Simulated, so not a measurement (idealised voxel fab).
process module | voxel self aligned vias
cross-section cut | 175 nm wide | cells 5 nm
A cross-section is a grid of square cells, given in bands from the top down. A band is one or more rows of cells.
Each band's line starts with the height of the band's top and of its bottom, in nm. Then come its materials from left to right, each with its width in nm. One material with "throughout" fills the band from edge to edge. "air" is empty space.
Height 0 is the level under which the wafer as received is all one material. The lowest band goes on downwards, as in "0 down".
A width such as "30 to 40" changes by the same amount from each row of cells to the next, from the band's top row to its bottom row.
"no change" after a step means that no cell of the cross-section changed.
closed voids: empty space of 8 cells or more with no open way to the top, each as width x height at its distance from the left edge, in nm
after a step's settings: what the simulator itself notes on the step
overlay nm, on a step with a mask: how far to the right of its planned place the mask lay; to the left if negative
plan
1 op RECEIVE | material Si
2 op CONFORMAL_DEP | material SiO2 | thk nm 15
3 op CONFORMAL_DEP | material SiCN | thk nm 5
4 op DIRECTIONAL_DEP | material SiO2 | thk nm 20
5 op DIRECTIONAL_DEP | material aC | thk nm 15
6 op PATTERN | tone open | mask id LINES | material resist | width nm 30 | pitch nm 70 | thk nm 35 | overlay nm 0
7 op DIRECTIONAL_ETCH | etch materials aC | depth nm 15
8 op STRIP | etch materials resist
9 op DIRECTIONAL_ETCH | etch materials SiO2 | depth nm 20
10 op STRIP | etch materials aC
11 op CONFORMAL_DEP | material TiN | thk nm 5
12 op FILL_DEP | material Ru | thk nm 10
13 op CMP | height nm 40
14 op SELECTIVE_ETCH | etch materials W Ru TiN | depth nm 10
15 op FILL_DEP | material SiN | thk nm 5
16 op CMP | height nm 40
17 op DIRECTIONAL_DEP | material SiO2 | thk nm 15
18 op DIRECTIONAL_DEP | material aC | thk nm 10
19 op PATTERN | tone open | mask id VIAS | material resist | width nm 50 | thk nm 30 | overlay nm 0
20 op DIRECTIONAL_ETCH | etch materials aC | depth nm 10
21 op STRIP | etch materials resist
22 op DIRECTIONAL_ETCH | etch materials SiO2 | depth nm 15
23 op DIRECTIONAL_ETCH | etch materials SiN | depth nm 10
24 op STRIP | etch materials aC
25 op CONFORMAL_DEP | material TiN | thk nm 5
26 op FILL_DEP | material W | thk nm 10
27 op CMP | height nm 55
28 op CONFORMAL_DEP | material SiN | thk nm 5
first wafer, as planned
as received, after step 1
  0 down: Si throughout
  closed voids: none
after step 2
  15 to 0: SiO2 throughout
  below 0: unchanged
after step 3
  20 to 15: SiCN throughout
  below 15: unchanged
after step 4
  40 to 20: SiO2 throughout
  below 20: unchanged
after step 5
  55 to 40: aC throughout
  below 40: unchanged
after step 6
  90 to 55: resist 35 | air 30 | resist 40 | air 30 | resist 40
  below 55: unchanged
after step 7
  75 to 55: resist 35 | air 30 | resist 40 | air 30 | resist 40
  55 to 40: aC 35 | air 30 | aC 40 | air 30 | aC 40
  below 40: unchanged
after step 8
  55 to 40: aC 35 | air 30 | aC 40 | air 30 | aC 40
  below 40: unchanged
after step 9
  55 to 40: aC 35 | air 30 | aC 40 | air 30 | aC 40
  40 to 20: SiO2 35 | air 30 | SiO2 40 | air 30 | SiO2 40
  below 20: unchanged
after step 10
  40 to 20: SiO2 35 | air 30 | SiO2 40 | air 30 | SiO2 40
  below 20: unchanged
after step 11
  45 to 40: TiN 40 | air 20 | TiN 50 | air 20 | TiN 45
  40 to 25: SiO2 35 | TiN 5 | air 20 | TiN 5 | SiO2 40 | TiN 5 | air 20 | TiN 5 | SiO2 40
  25 to 20: SiO2 35 | TiN 30 | SiO2 40 | TiN 30 | SiO2 40
  below 20: unchanged
after step 12
  55 to 45: Ru throughout
  45 to 40: TiN 40 | Ru 20 | TiN 50 | Ru 20 | TiN 45
  40 to 25: SiO2 35 | TiN 5 | Ru 20 | TiN 5 | SiO2 40 | TiN 5 | Ru 20 | TiN 5 | SiO2 40
  below 25: unchanged
after step 13
  40 to 25: SiO2 35 | TiN 5 | Ru 20 | TiN 5 | SiO2 40 | TiN 5 | Ru 20 | TiN 5 | SiO2 40
  below 25: unchanged
after step 14
  40 to 30: SiO2 35 | air 30 | SiO2 40 | air 30 | SiO2 40
  below 30: unchanged
after step 15
  45 to 40: SiN throughout
  40 to 30: SiO2 35 | SiN 30 | SiO2 40 | SiN 30 | SiO2 40
  below 30: unchanged
after step 16
  40 to 30: SiO2 35 | SiN 30 | SiO2 40 | SiN 30 | SiO2 40
  below 30: unchanged
after step 17
  55 to 40: SiO2 throughout
  below 40: unchanged
after step 18
  65 to 55: aC throughout
  below 55: unchanged
after step 19
  95 to 65: resist 25 | air 50 | resist 100
  below 65: unchanged
after step 20
  85 to 65: resist 25 | air 50 | resist 100
  65 to 55: aC 25 | air 50 | aC 100
  below 55: unchanged
after step 21
  65 to 55: aC 25 | air 50 | aC 100
  below 55: unchanged
after step 22
  65 to 55: aC 25 | air 50 | aC 100
  55 to 40: SiO2 25 | air 50 | SiO2 100
  below 40: unchanged
after step 23
  65 to 55: aC 25 | air 50 | aC 100
  55 to 40: SiO2 25 | air 50 | SiO2 100
  40 to 30: SiO2 35 | air 30 | SiO2 40 | SiN 30 | SiO2 40
  below 30: unchanged
after step 24
  55 to 40: SiO2 25 | air 50 | SiO2 100
  below 40: unchanged
after step 25
  60 to 55: TiN 30 | air 40 | TiN 105
  55 to 45: SiO2 25 | TiN 5 | air 40 | TiN 5 | SiO2 100
  45 to 40: SiO2 25 | TiN 15 | air 20 | TiN 15 | SiO2 100
  40 to 35: SiO2 35 | TiN 5 | air 20 | TiN 5 | SiO2 40 | SiN 30 | SiO2 40
  35 to 30: SiO2 35 | TiN 30 | SiO2 40 | SiN 30 | SiO2 40
  below 30: unchanged
after step 26
  70 to 60: W throughout
  60 to 55: TiN 30 | W 40 | TiN 105
  55 to 45: SiO2 25 | TiN 5 | W 40 | TiN 5 | SiO2 100
  45 to 40: SiO2 25 | TiN 15 | W 20 | TiN 15 | SiO2 100
  40 to 35: SiO2 35 | TiN 5 | W 20 | TiN 5 | SiO2 40 | SiN 30 | SiO2 40
  below 35: unchanged
after step 27
  55 to 45: SiO2 25 | TiN 5 | W 40 | TiN 5 | SiO2 100
  below 45: unchanged
after step 28
  60 to 55: SiN throughout
  below 55: unchanged
second wafer: like start, like plan, one mistake. Through step 18 it matches the first wafer
when step 19 should have ended
  95 to 65: resist 30 | air 45 | resist 100
  below 65: unchanged
when step 20 should have ended
  85 to 65: resist 30 | air 45 | resist 100
  65 to 55: aC 30 | air 45 | aC 100
  below 55: unchanged
when step 21 should have ended
  65 to 55: aC 30 | air 45 | aC 100
  below 55: unchanged
when step 22 should have ended
  65 to 55: aC 30 | air 45 | aC 100
  55 to 40: SiO2 30 | air 45 | SiO2 100
  below 40: unchanged
when step 23 should have ended
  65 to 55: aC 30 | air 45 | aC 100
  55 to 40: SiO2 30 | air 45 | SiO2 100
  40 to 30: SiO2 35 | air 30 | SiO2 40 | SiN 30 | SiO2 40
  below 30: unchanged
when step 24 should have ended
  55 to 40: SiO2 30 | air 45 | SiO2 100
  below 40: unchanged
when step 25 should have ended
  60 to 55: TiN 35 | air 35 | TiN 105
  55 to 45: SiO2 30 | TiN 5 | air 35 | TiN 5 | SiO2 100
  45 to 40: SiO2 30 | TiN 10 | air 20 | TiN 15 | SiO2 100
  40 to 35: SiO2 35 | TiN 5 | air 20 | TiN 5 | SiO2 40 | SiN 30 | SiO2 40
  35 to 30: SiO2 35 | TiN 30 | SiO2 40 | SiN 30 | SiO2 40
  below 30: unchanged
when step 26 should have ended
  70 to 60: W throughout
  60 to 55: TiN 35 | W 35 | TiN 105
  55 to 45: SiO2 30 | TiN 5 | W 35 | TiN 5 | SiO2 100
  45 to 40: SiO2 30 | TiN 10 | W 20 | TiN 15 | SiO2 100
  40 to 35: SiO2 35 | TiN 5 | W 20 | TiN 5 | SiO2 40 | SiN 30 | SiO2 40
  below 35: unchanged
when step 27 should have ended
  55 to 45: SiO2 30 | TiN 5 | W 35 | TiN 5 | SiO2 100
  below 45: unchanged
when step 28 should have ended
  60 to 55: SiN throughout
  below 55: unchanged
what went wrong: step 19 ran as: op PATTERN | tone open | mask id VIAS | material resist | width nm 45 | thk nm 30 | overlay nm 0
at the end the second wafer has, in cells: 3 more of SiO2 | 1 fewer of TiN | 2 fewer of W
